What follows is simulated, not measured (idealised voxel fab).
Process module heading - voxel transistor to metal
FYI the section here is cut, 170 nm wide, cells are 5 nm squares.
How to read a cross-section here: the picture is a grid of square cells, written as bands going from the top down, and any band can span one or more rows of cells. Top height, bottom height, nm. Materials left to right, width each, nm. Single material + "edge to edge" = fills band edge to edge. "empty" = empty. Below 0: as-received wafer, all one material; heights counted from there. Lowest band: no bottom, goes on down, written "from 0 down". The notation "30->40" denotes a width that varies across the rows of cells in the band, beginning at the first number in the top row, finishing at the second number in the bottom row, and changing by an identical amount from each row to the next. Any step labelled "nothing was modified" changed none of the cells in the cross-section. "Catalogued sealed voids" contains a list of empty spaces, each no smaller than 8 cells and without an open way to the top, written in the form width x height at distance with the distance from the left edge and all three in nm. What comes after the settings on a step's line is commentary from the simulator itself on that step. "overlay nm" denotes, for a step that has a mask, the displacement of the mask to the right of its planned place, with negative values corresponding to the left.
PLAN
- 1: RECEIVE | material Si
- 2: CONFORMAL_DEP | material SiO2 | thk nm 5
- 3: CONFORMAL_DEP | material SiN | thk nm 15
- 4: DIRECTIONAL_DEP | material aC | thk nm 10
- 5: PATTERN | tone cover | mask id ACTIVE | material resist | width nm 130 | thk nm 30 | overlay nm 0
- 6: DIRECTIONAL_ETCH | etch materials aC | depth nm 10
- 7: STRIP | etch materials resist
- 8: DIRECTIONAL_ETCH | etch materials SiN | depth nm 15
- 9: DIRECTIONAL_ETCH | etch materials SiO2 | depth nm 5
- 10: DIRECTIONAL_ETCH | etch materials Si | depth nm 30
- 11: STRIP | etch materials aC
- 12: OXIDIZE | depth nm 5
- 13: FILL_DEP | material SiO2 | thk nm 5
- 14: CMP | height nm 20
- 15: SELECTIVE_ETCH | etch materials SiO2 | depth nm 5
- 16: STRIP | etch materials SiN
- 17: SELECTIVE_ETCH | etch materials SiO2 | depth nm 5
- 18: OXIDIZE | depth nm 5
- 19: DIRECTIONAL_DEP | material polySi | thk nm 30
- 20: DIRECTIONAL_DEP | material SiCN | thk nm 10
- 21: MASKED_ETCH | tone cover | mask id GATE | width nm 30 | etch materials SiCN | depth nm 20 | overlay nm 0
- 22: MASKED_ETCH | tone cover | mask id GATE | width nm 30 | etch materials polySi | depth nm 40 | overlay nm 0
- 23: CONFORMAL_DEP | material SiO2 | thk nm 5
- 24: DIRECTIONAL_ETCH | etch materials SiO2 | depth nm 5
- 25: CONFORMAL_DEP | material SiN | thk nm 10
- 26: DIRECTIONAL_ETCH | etch materials SiN | depth nm 10
- 27: DIRECTIONAL_ETCH | etch materials SiO2 | depth nm 5
- 28: EPI | material pSi | thk nm 5
- 29: FILL_DEP | material SiO2 | thk nm 10
- 30: CMP | height nm 30
- 31: STRIP | etch materials polySi
- 32: SELECTIVE_ETCH | etch materials SiO2 | depth nm 5
- 33: CONFORMAL_DEP | material HfO2 | thk nm 5
- 34: CONFORMAL_DEP | material TiN | thk nm 5
- 35: FILL_DEP | material W | thk nm 10
- 36: CMP | height nm 25
- 37: DIRECTIONAL_DEP | material SiO2 | thk nm 15
- 38: MASKED_ETCH | tone open | mask id CONTACT | width nm 20 | pitch nm 90 | etch materials SiO2 | depth nm 40 | overlay nm 0
- 39: CONFORMAL_DEP | material TiN | thk nm 5
- 40: FILL_DEP | material Ru | thk nm 5
- 41: CMP | height nm 40
- 42: CONFORMAL_DEP | material SiN | thk nm 5
- 43: DIRECTIONAL_DEP | material lowk | thk nm 15
- 44: PATTERN | tone open | mask id METAL_1 | material resist | width nm 20 | pitch nm 90 | thk nm 20 | overlay nm 0
- 45: DIRECTIONAL_ETCH | etch materials lowk | depth nm 15
- 46: DIRECTIONAL_ETCH | etch materials SiN | depth nm 5
- 47: STRIP | etch materials resist
- 48: CONFORMAL_DEP | material TiN | thk nm 5
- 49: FILL_DEP | material Cu | thk nm 5
- 50: CMP | height nm 60
- 51: CONFORMAL_DEP | material SiCN | thk nm 5
- 52: DIRECTIONAL_DEP | material SiO2 | thk nm 30
- 53: PATTERN | tone open | mask id METAL_2 | material resist | width nm 20 | pitch nm 90 | thk nm 20 | overlay nm 0
- 54: DIRECTIONAL_ETCH | etch materials SiO2 | depth nm 20
- 55: STRIP | etch materials resist
- 56: DIRECTIONAL_DEP | material aC | thk nm 10
- 57: PATTERN | tone open | mask id METAL_2_HOLES | material resist | width nm 15 | pitch nm 90 | thk nm 30 | overlay nm 0
- 58: DIRECTIONAL_ETCH | etch materials aC | depth nm 10
- 59: STRIP | etch materials resist
- 60: DIRECTIONAL_ETCH | etch materials SiO2 | depth nm 10
- 61: DIRECTIONAL_ETCH | etch materials SiCN | depth nm 5
- 62: STRIP | etch materials aC
- 63: CONFORMAL_DEP | material TiN | thk nm 5
- 64: FILL_DEP | material Cu | thk nm 10
- 65: CMP | height nm 95
- 66: CONFORMAL_DEP | material SiCN | thk nm 5
SHOWN IN CROSS-SECTION IS THE WAFER AS RECEIVED, THAT IS, AS IT STANDS AFTER STEP 1
- from 0 down = Si edge to edge
- Catalogued sealed voids: none
FINAL CROSS-SECTION, MODULE RUN WITH ONE MISTAKE (START AND PLAN AS ABOVE)
- from 100 to 95 = SiCN edge to edge
- from 95 to 80 = 30 SiO2; 5 TiN; 10 Cu; 5 TiN; 70 SiO2; 5 TiN; 10 Cu; 5 TiN; 30 SiO2
- from 80 to 75 = 30 SiO2; 5 TiN; 5 Cu; 10 TiN; 70 SiO2; 5 TiN; 5 Cu; 10 TiN; 30 SiO2
- from 75 to 65 = 30 SiO2; 5 TiN; 5 Cu; 5 TiN; 75 SiO2; 5 TiN; 5 Cu; 5 TiN; 35 SiO2
- from 65 to 60 = 30 SiCN; 15 TiN; 75 SiCN; 15 TiN; 35 SiCN
- from 60 to 45 = 30 lowk; 5 TiN; 10 Cu; 5 TiN; 70 lowk; 5 TiN; 10 Cu; 5 TiN; 30 lowk
- from 45 to 40 = 30 SiN; 20 TiN; 70 SiN; 20 TiN; 30 SiN
- from 40 to 25 = 30 SiO2; 5 TiN; 10 Ru; 5 TiN; 70 SiO2; 5 TiN; 10 Ru; 5 TiN; 30 SiO2
- from 25 to 10 = 30 SiO2; 5 TiN; 10 Ru; 5 TiN; 5 SiO2; 10 SiN; 5 HfO2; 5 TiN; 20 W; 5 TiN; 5 HfO2; 10 SiN; 5 SiO2; 5 TiN; 10 Ru; 5 TiN; 30 SiO2
- from 10 to 5 = 20 SiO2; 10 SiN; 5 TiN; 10 Ru; 5 TiN; 5 SiO2; 10 SiN; 5 HfO2; 5 TiN; 20 W; 5 TiN; 5 HfO2; 10 SiN; 5 SiO2; 5 TiN; 10 Ru; 5 TiN; 10 SiN; 20 SiO2
- from 5 to 0 = 20 SiO2; 10 SiN; 20 TiN; 5 SiO2; 10 SiN; 5 HfO2; 30 TiN; 5 HfO2; 10 SiN; 5 SiO2; 20 TiN; 10 SiN; 20 SiO2
- from 0 to -5 = 30 SiO2; 25 pSi; 10 SiO2; 40 HfO2; 10 SiO2; 25 pSi; 30 SiO2
- from -5 to -45 = 25 SiO2; 120 Si; 25 SiO2
- from -45 down = Si edge to edge
- Catalogued sealed voids: none
Against the plan, the run slipped here: in deviation from the planned setting, step 10 was conducted as DIRECTIONAL_ETCH | etch materials Si | depth nm 40
